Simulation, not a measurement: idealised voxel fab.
The following is a process module called voxel wiring stack.
cross-section cut | 285 nm wide | cells 5 nm
Throughout this document, each cross-section is represented as a grid of square cells and is presented as a sequence of bands enumerated from the top downward, where a band comprises one or more rows of cells.
A band entry consists of two parts. The first gives the height of the band's top and the height of its bottom, in nm. The rest lists the band's materials from left to right, each with its width in nm. A single material labelled with the word "all across" fills the band from edge to edge, and the word "blank" marks empty space.
Ref level 0: as-received wafer is one material below here. Bottom band extends down with no lower bound ("0 and below").
Think of "30 to 40" as a width that walks from the first number to the second as you go down the band, top row to bottom row, taking equal-sized steps from row to row.
A step reported as "nothing altered" is a step in which no cell of the cross-section changed.
Empty spaces counting at least 8 cells and having no open way to the top are listed in "Enclosed internal voids". The notation width x height at distance is used for each, the distance being from the left edge and all three values in nm.
after a step's settings: what the simulator itself notes on the step
If you see "overlay nm" on a step's line and that step has a mask, it's telling you how far right of where it was planned the mask ended up; a negative number means it went left instead.
Planned process steps
1. RECEIVE [material Si]
2. CONFORMAL_DEP [material SiO2] [thk nm 15]
3. CONFORMAL_DEP [material SiN] [thk nm 5]
4. DIRECTIONAL_DEP [material SiO2] [thk nm 20]
5. DIRECTIONAL_DEP [material aC] [thk nm 15]
6. PATTERN [tone open] [mask id METAL_1] [material resist] [width nm 25] [pitch nm 50] [thk nm 35] [overlay nm 0]
7. DIRECTIONAL_ETCH [etch materials aC] [depth nm 15]
8. STRIP [etch materials resist]
9. DIRECTIONAL_ETCH [etch materials SiO2] [depth nm 20]
10. DIRECTIONAL_ETCH [etch materials SiN] [depth nm 5]
11. STRIP [etch materials aC]
12. CONFORMAL_DEP [material TiN] [thk nm 5]
13. FILL_DEP [material W] [thk nm 5]
14. CMP [height nm 40]
15. EPI [material Ru] [thk nm 5]
16. FILL_DEP [material SiCN] [thk nm 5]
17. DIRECTIONAL_DEP [material SiO2] [thk nm 15]
18. PATTERN [tone open] [mask id PLUG_1] [material resist] [width nm 15] [pitch nm 50] [thk nm 20] [overlay nm 0]
19. DIRECTIONAL_ETCH [etch materials SiO2] [depth nm 15]
20. DIRECTIONAL_ETCH [etch materials SiCN] [depth nm 5]
21. STRIP [etch materials resist]
22. CONFORMAL_DEP [material TiN] [thk nm 5]
23. FILL_DEP [material Ru] [thk nm 10]
24. CMP [height nm 65]
25. CONFORMAL_DEP [material SiN] [thk nm 5]
26. DIRECTIONAL_DEP [material lowk] [thk nm 20]
27. MASKED_ETCH [tone open] [mask id METAL_2] [width nm 25] [pitch nm 50] [etch materials lowk] [depth nm 20] [overlay nm 0]
28. MASKED_ETCH [tone open] [mask id METAL_2] [width nm 25] [pitch nm 50] [etch materials SiN] [depth nm 5] [overlay nm 0]
29. CONFORMAL_DEP [material TiN] [thk nm 5]
30. FILL_DEP [material Cu] [thk nm 5]
31. CMP [height nm 90]
32. CONFORMAL_DEP [material SiCN] [thk nm 5]
Cross-section of the wafer at receipt, which is the condition after step 1
* 0 and below: Si all across
* Enclosed internal voids: none
Look at the cross-section after the module: the wafer started out the way shown above and the plan was the one shown above, yet one mistake was made along the way
* 95 down to 90: SiCN all across
* 90 down to 70: lowk 85, then TiN 5, then Cu 10, then TiN 5, then lowk 30, then TiN 5, then Cu 10, then TiN 5, then lowk 30, then TiN 5, then Cu 10, then TiN 5, then lowk 80
* 70 down to 65: SiN 85, then TiN 20, then SiN 30, then TiN 20, then SiN 30, then TiN 20, then SiN 80
* 65 down to 50: SiO2 80, then TiN 5, then Ru 5, then TiN 5, then SiO2 35, then TiN 5, then Ru 5, then TiN 5, then SiO2 35, then TiN 5, then Ru 5, then TiN 5, then SiO2 90
* 50 down to 45: SiCN 80, then TiN 15, then SiCN 35, then TiN 15, then SiCN 35, then TiN 15, then SiCN 90
* 45 down to 40: SiCN 75, then Ru 35, then SiCN 15, then Ru 35, then SiCN 15, then Ru 35, then SiCN 75
* 40 down to 20: SiO2 80, then TiN 5, then W 15, then TiN 5, then SiO2 25, then TiN 5, then W 15, then TiN 5, then SiO2 25, then TiN 5, then W 15, then TiN 5, then SiO2 80
* 20 down to 15: SiN 80, then TiN 25, then SiN 25, then TiN 25, then SiN 25, then TiN 25, then SiN 80
* 15 down to 0: SiO2 all across
* 0 and below: Si all across
* Enclosed internal voids: none
Nonconformance to the process plan: step 27 was run on a setting that differed from the plan, and what really ran there is MASKED_ETCH [tone open] [mask id METAL_2] [width nm 20] [pitch nm 50] [etch materials lowk] [depth nm 20] [overlay nm 0]
